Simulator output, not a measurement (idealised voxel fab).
voxel self aligned contacts: a process module
In the cross-section labelled cut, the width is 195 nm and each square cell is 5 nm.
A cross-section is written here as square cells arranged in a grid, and it is given in bands from the top down, each band taking up one or more rows of cells. Read a band's entry like this: the first values are the height of its top and the height of its bottom in nm, and what follows is the sequence of materials from left to right, each with its width in nm. Note that "air" is empty space, and that a single material marked "edge to edge" reaches across the band from edge to edge. Height reference: 0 = level under which incoming wafer is all one material. Lowest band: no bottom, runs on downward, e.g. "0 -> down". Width "30..40": first value at the band's top row of cells, second value at its bottom row, equal change from row to row. "nothing changed" (step): cross-section cells unchanged, all of them. "Sealed internal voids" - sealed voids, min. 8 cells, no opening to top; format: width x height at distance (distance from left edge; nm throughout). On a step's line, text after the settings is the simulator commenting on that step. Each step line may optionally specify "overlay nm", which for a step with a mask gives the rightward distance between the mask's planned place and where it lay, a negative value indicating the leftward direction.
PROCESS STEPS - PLAN
1,RECEIVE (material Si)
2,OXIDIZE (depth nm 5)
3,DIRECTIONAL_DEP (material polySi; thk nm 30)
4,DIRECTIONAL_DEP (material SiN; thk nm 25)
5,PATTERN (tone cover; mask id GATE; material resist; width nm 30; pitch nm 75; thk nm 15; overlay nm -15)
6,DIRECTIONAL_ETCH (etch materials SiN; depth nm 25)
7,DIRECTIONAL_ETCH (etch materials polySi; depth nm 30)
8,STRIP (etch materials resist)
9,CONFORMAL_DEP (material SiN; thk nm 10)
10,DIRECTIONAL_ETCH (etch materials SiN; depth nm 10)
11,FILL_DEP (material SiO2; thk nm 20)
12,CMP (height nm 65)
13,MASKED_ETCH (tone open; mask id CONTACT; width nm 55; etch materials SiO2; depth nm 70; overlay nm 0)
14,CONFORMAL_DEP (material TiN; thk nm 5)
15,FILL_DEP (material W; thk nm 5)
16,CMP (height nm 65)
17,CONFORMAL_DEP (material SiCN; thk nm 5)
Where the wafers of this document differ is in the overlay nm of step 5; they start out the same, and the plan states the value that applied to the first wafer.
RECEIVED CONDITION OF THE FIRST OF SEVERAL WAFERS, SECTIONED: POST-STEP 1
    0 -> down  Si edge to edge
    Sealed internal voids: none
END OF MODULE: CROSS-SECTION OF THE FIRST OF SEVERAL WAFERS AFTER STEP 17, THE LAST STEP
    70 -> 65  SiCN edge to edge
    65 -> 55  70 nm SiO2  5 nm TiN  45..15 nm W  5..35 nm TiN  70 nm SiO2
    55 -> 30  20 nm SiO2  50 nm SiN  5 nm TiN  15 nm W  5 nm TiN  50 nm SiN  50 nm SiO2
    30 -> 0  20 nm SiO2  10 nm SiN  30 nm polySi  10 nm SiN  5 nm TiN  15 nm W  5 nm TiN  10 nm SiN  30 nm polySi  10 nm SiN  50 nm SiO2
    0 -> -5  70 nm SiO2  25 nm TiN  100 nm SiO2
    -5 -> down  Si edge to edge
    Sealed internal voids: none
LAST WAFER X-SEC, END OF MODULE
    70 -> 65  SiCN edge to edge
    65 -> 55  70 nm SiO2  5..35 nm TiN  45..15 nm W  5 nm TiN  70 nm SiO2
    55 -> 30  50 nm SiO2  50 nm SiN  5 nm TiN  15 nm W  5 nm TiN  50 nm SiN  20 nm SiO2
    30 -> 0  50 nm SiO2  10 nm SiN  30 nm polySi  10 nm SiN  5 nm TiN  15 nm W  5 nm TiN  10 nm SiN  30 nm polySi  10 nm SiN  20 nm SiO2
    0 -> -5  100 nm SiO2  25 nm TiN  70 nm SiO2
    -5 -> down  Si edge to edge
    Sealed internal voids: none
NOTE: THE FOLLOWING TABLE IS ARRANGED BY WAFER, A ROW APIECE. EACH ROW REPORTS THE END-OF-MODULE STATE: PER MATERIAL, CELLS GAINED (+) OR CELLS LOST (-) COMPARED WITH THE WAFER AS RECEIVED; CLOSED VOIDS FOLLOW
overlay nm -15, -39 Si, +39 SiCN, +148 SiN, +244 SiO2, +37 TiN, +45 W, +72 polySi, Sealed internal voids: none
overlay nm -10, -39 Si, +39 SiCN, +148 SiN, +244 SiO2, +37 TiN, +45 W, +72 polySi, Sealed internal voids: none
overlay nm -5, -39 Si, +39 SiCN, +148 SiN, +244 SiO2, +37 TiN, +45 W, +72 polySi, Sealed internal voids: none
overlay nm 0, -39 Si, +39 SiCN, +148 SiN, +244 SiO2, +37 TiN, +45 W, +72 polySi, Sealed internal voids: none
overlay nm 5, -39 Si, +39 SiCN, +148 SiN, +244 SiO2, +37 TiN, +45 W, +72 polySi, Sealed internal voids: none
overlay nm 10, -39 Si, +39 SiCN, +148 SiN, +244 SiO2, +37 TiN, +45 W, +72 polySi, Sealed internal voids: none
overlay nm 15, -39 Si, +39 SiCN, +148 SiN, +244 SiO2, +37 TiN, +45 W, +72 polySi, Sealed internal voids: none
